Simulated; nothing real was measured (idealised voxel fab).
Process module heading - voxel ribs on slabs
FYI the section here is cut, 205 nm wide, cells are 5 nm squares.
Think of the cross-section as a grid of square cells. We describe it in bands, top to bottom, and each band covers one or more rows of those cells.
Top height, bottom height, nm. Materials left to right, width each, nm. Single material + "throughout" = fills band edge to edge. "blank" = empty.
A quick word on heights: they are counted from 0, and under that level the wafer as it came to us is one material throughout. The lowest band is different from the rest in having no bottom; it simply continues downward, written as in "0 nm and below".
You'd read "30 to 40" like this: the band's top row of cells is as wide as the first number, its bottom row is as wide as the second, and going down, every row changes width by the same amount as the row before did.
Take "nothing different" at face value: in the step it is given for, the cross-section changed in none of its cells.
Reported under the label "Trapped cavities" are the empty spaces having no open way to the top and comprising 8 cells or more; the notation for each is width x height at distance, in which the distance is measured from the left edge and all three values are in nm.
Text after the settings on a step's line: the simulator's own remark on that step.
"overlay nm", when on a step's line for a step with a mask, measures how far to the right of its planned place the mask lay; a negative measure means to the left.
-- Intended process steps
1,RECEIVE: material Si
2,DIRECTIONAL_DEP: material SiO2, thk nm 25
3,DIRECTIONAL_DEP: material polySi, thk nm 20
4,PATTERN: tone cover, mask id RIB, material resist, width nm 30, thk nm 20, overlay nm 0
5,DIRECTIONAL_ETCH: etch materials polySi, depth nm 10
6,STRIP: etch materials resist
7,MASKED_ETCH: tone cover, mask id SLAB, width nm 60, etch materials polySi, depth nm 10, overlay nm 0
8,FILL_DEP: material SiO2, thk nm 25
9,CMP: height nm 60
10,DIRECTIONAL_DEP: material TiN, thk nm 5
11,PATTERN: tone cover, mask id HEATER, material resist, width nm 40, thk nm 20, overlay nm 0
12,DIRECTIONAL_ETCH: etch materials TiN, depth nm 5
13,STRIP: etch materials resist
14,CONFORMAL_DEP: material SiO2, thk nm 10
-- as received, after step 1
  0 nm and below | Si throughout
  Trapped cavities: none
-- Look at the cross-section after the module: the wafer started out the way shown above and the plan was the one shown above, yet one mistake was made along the way
  75 nm to 70 nm | 70 nm blank / 60 nm SiO2 / 75 nm blank
  70 nm to 65 nm | SiO2 throughout
  65 nm to 60 nm | 80 nm SiO2 / 40 nm TiN / 85 nm SiO2
  60 nm to 20 nm | SiO2 throughout
  20 nm to 0 nm | polySi throughout
  0 nm and below | Si throughout
  Trapped cavities: none
What broke from the plan during processing? note: step 2 <-> step 3, run order reversed vs plan
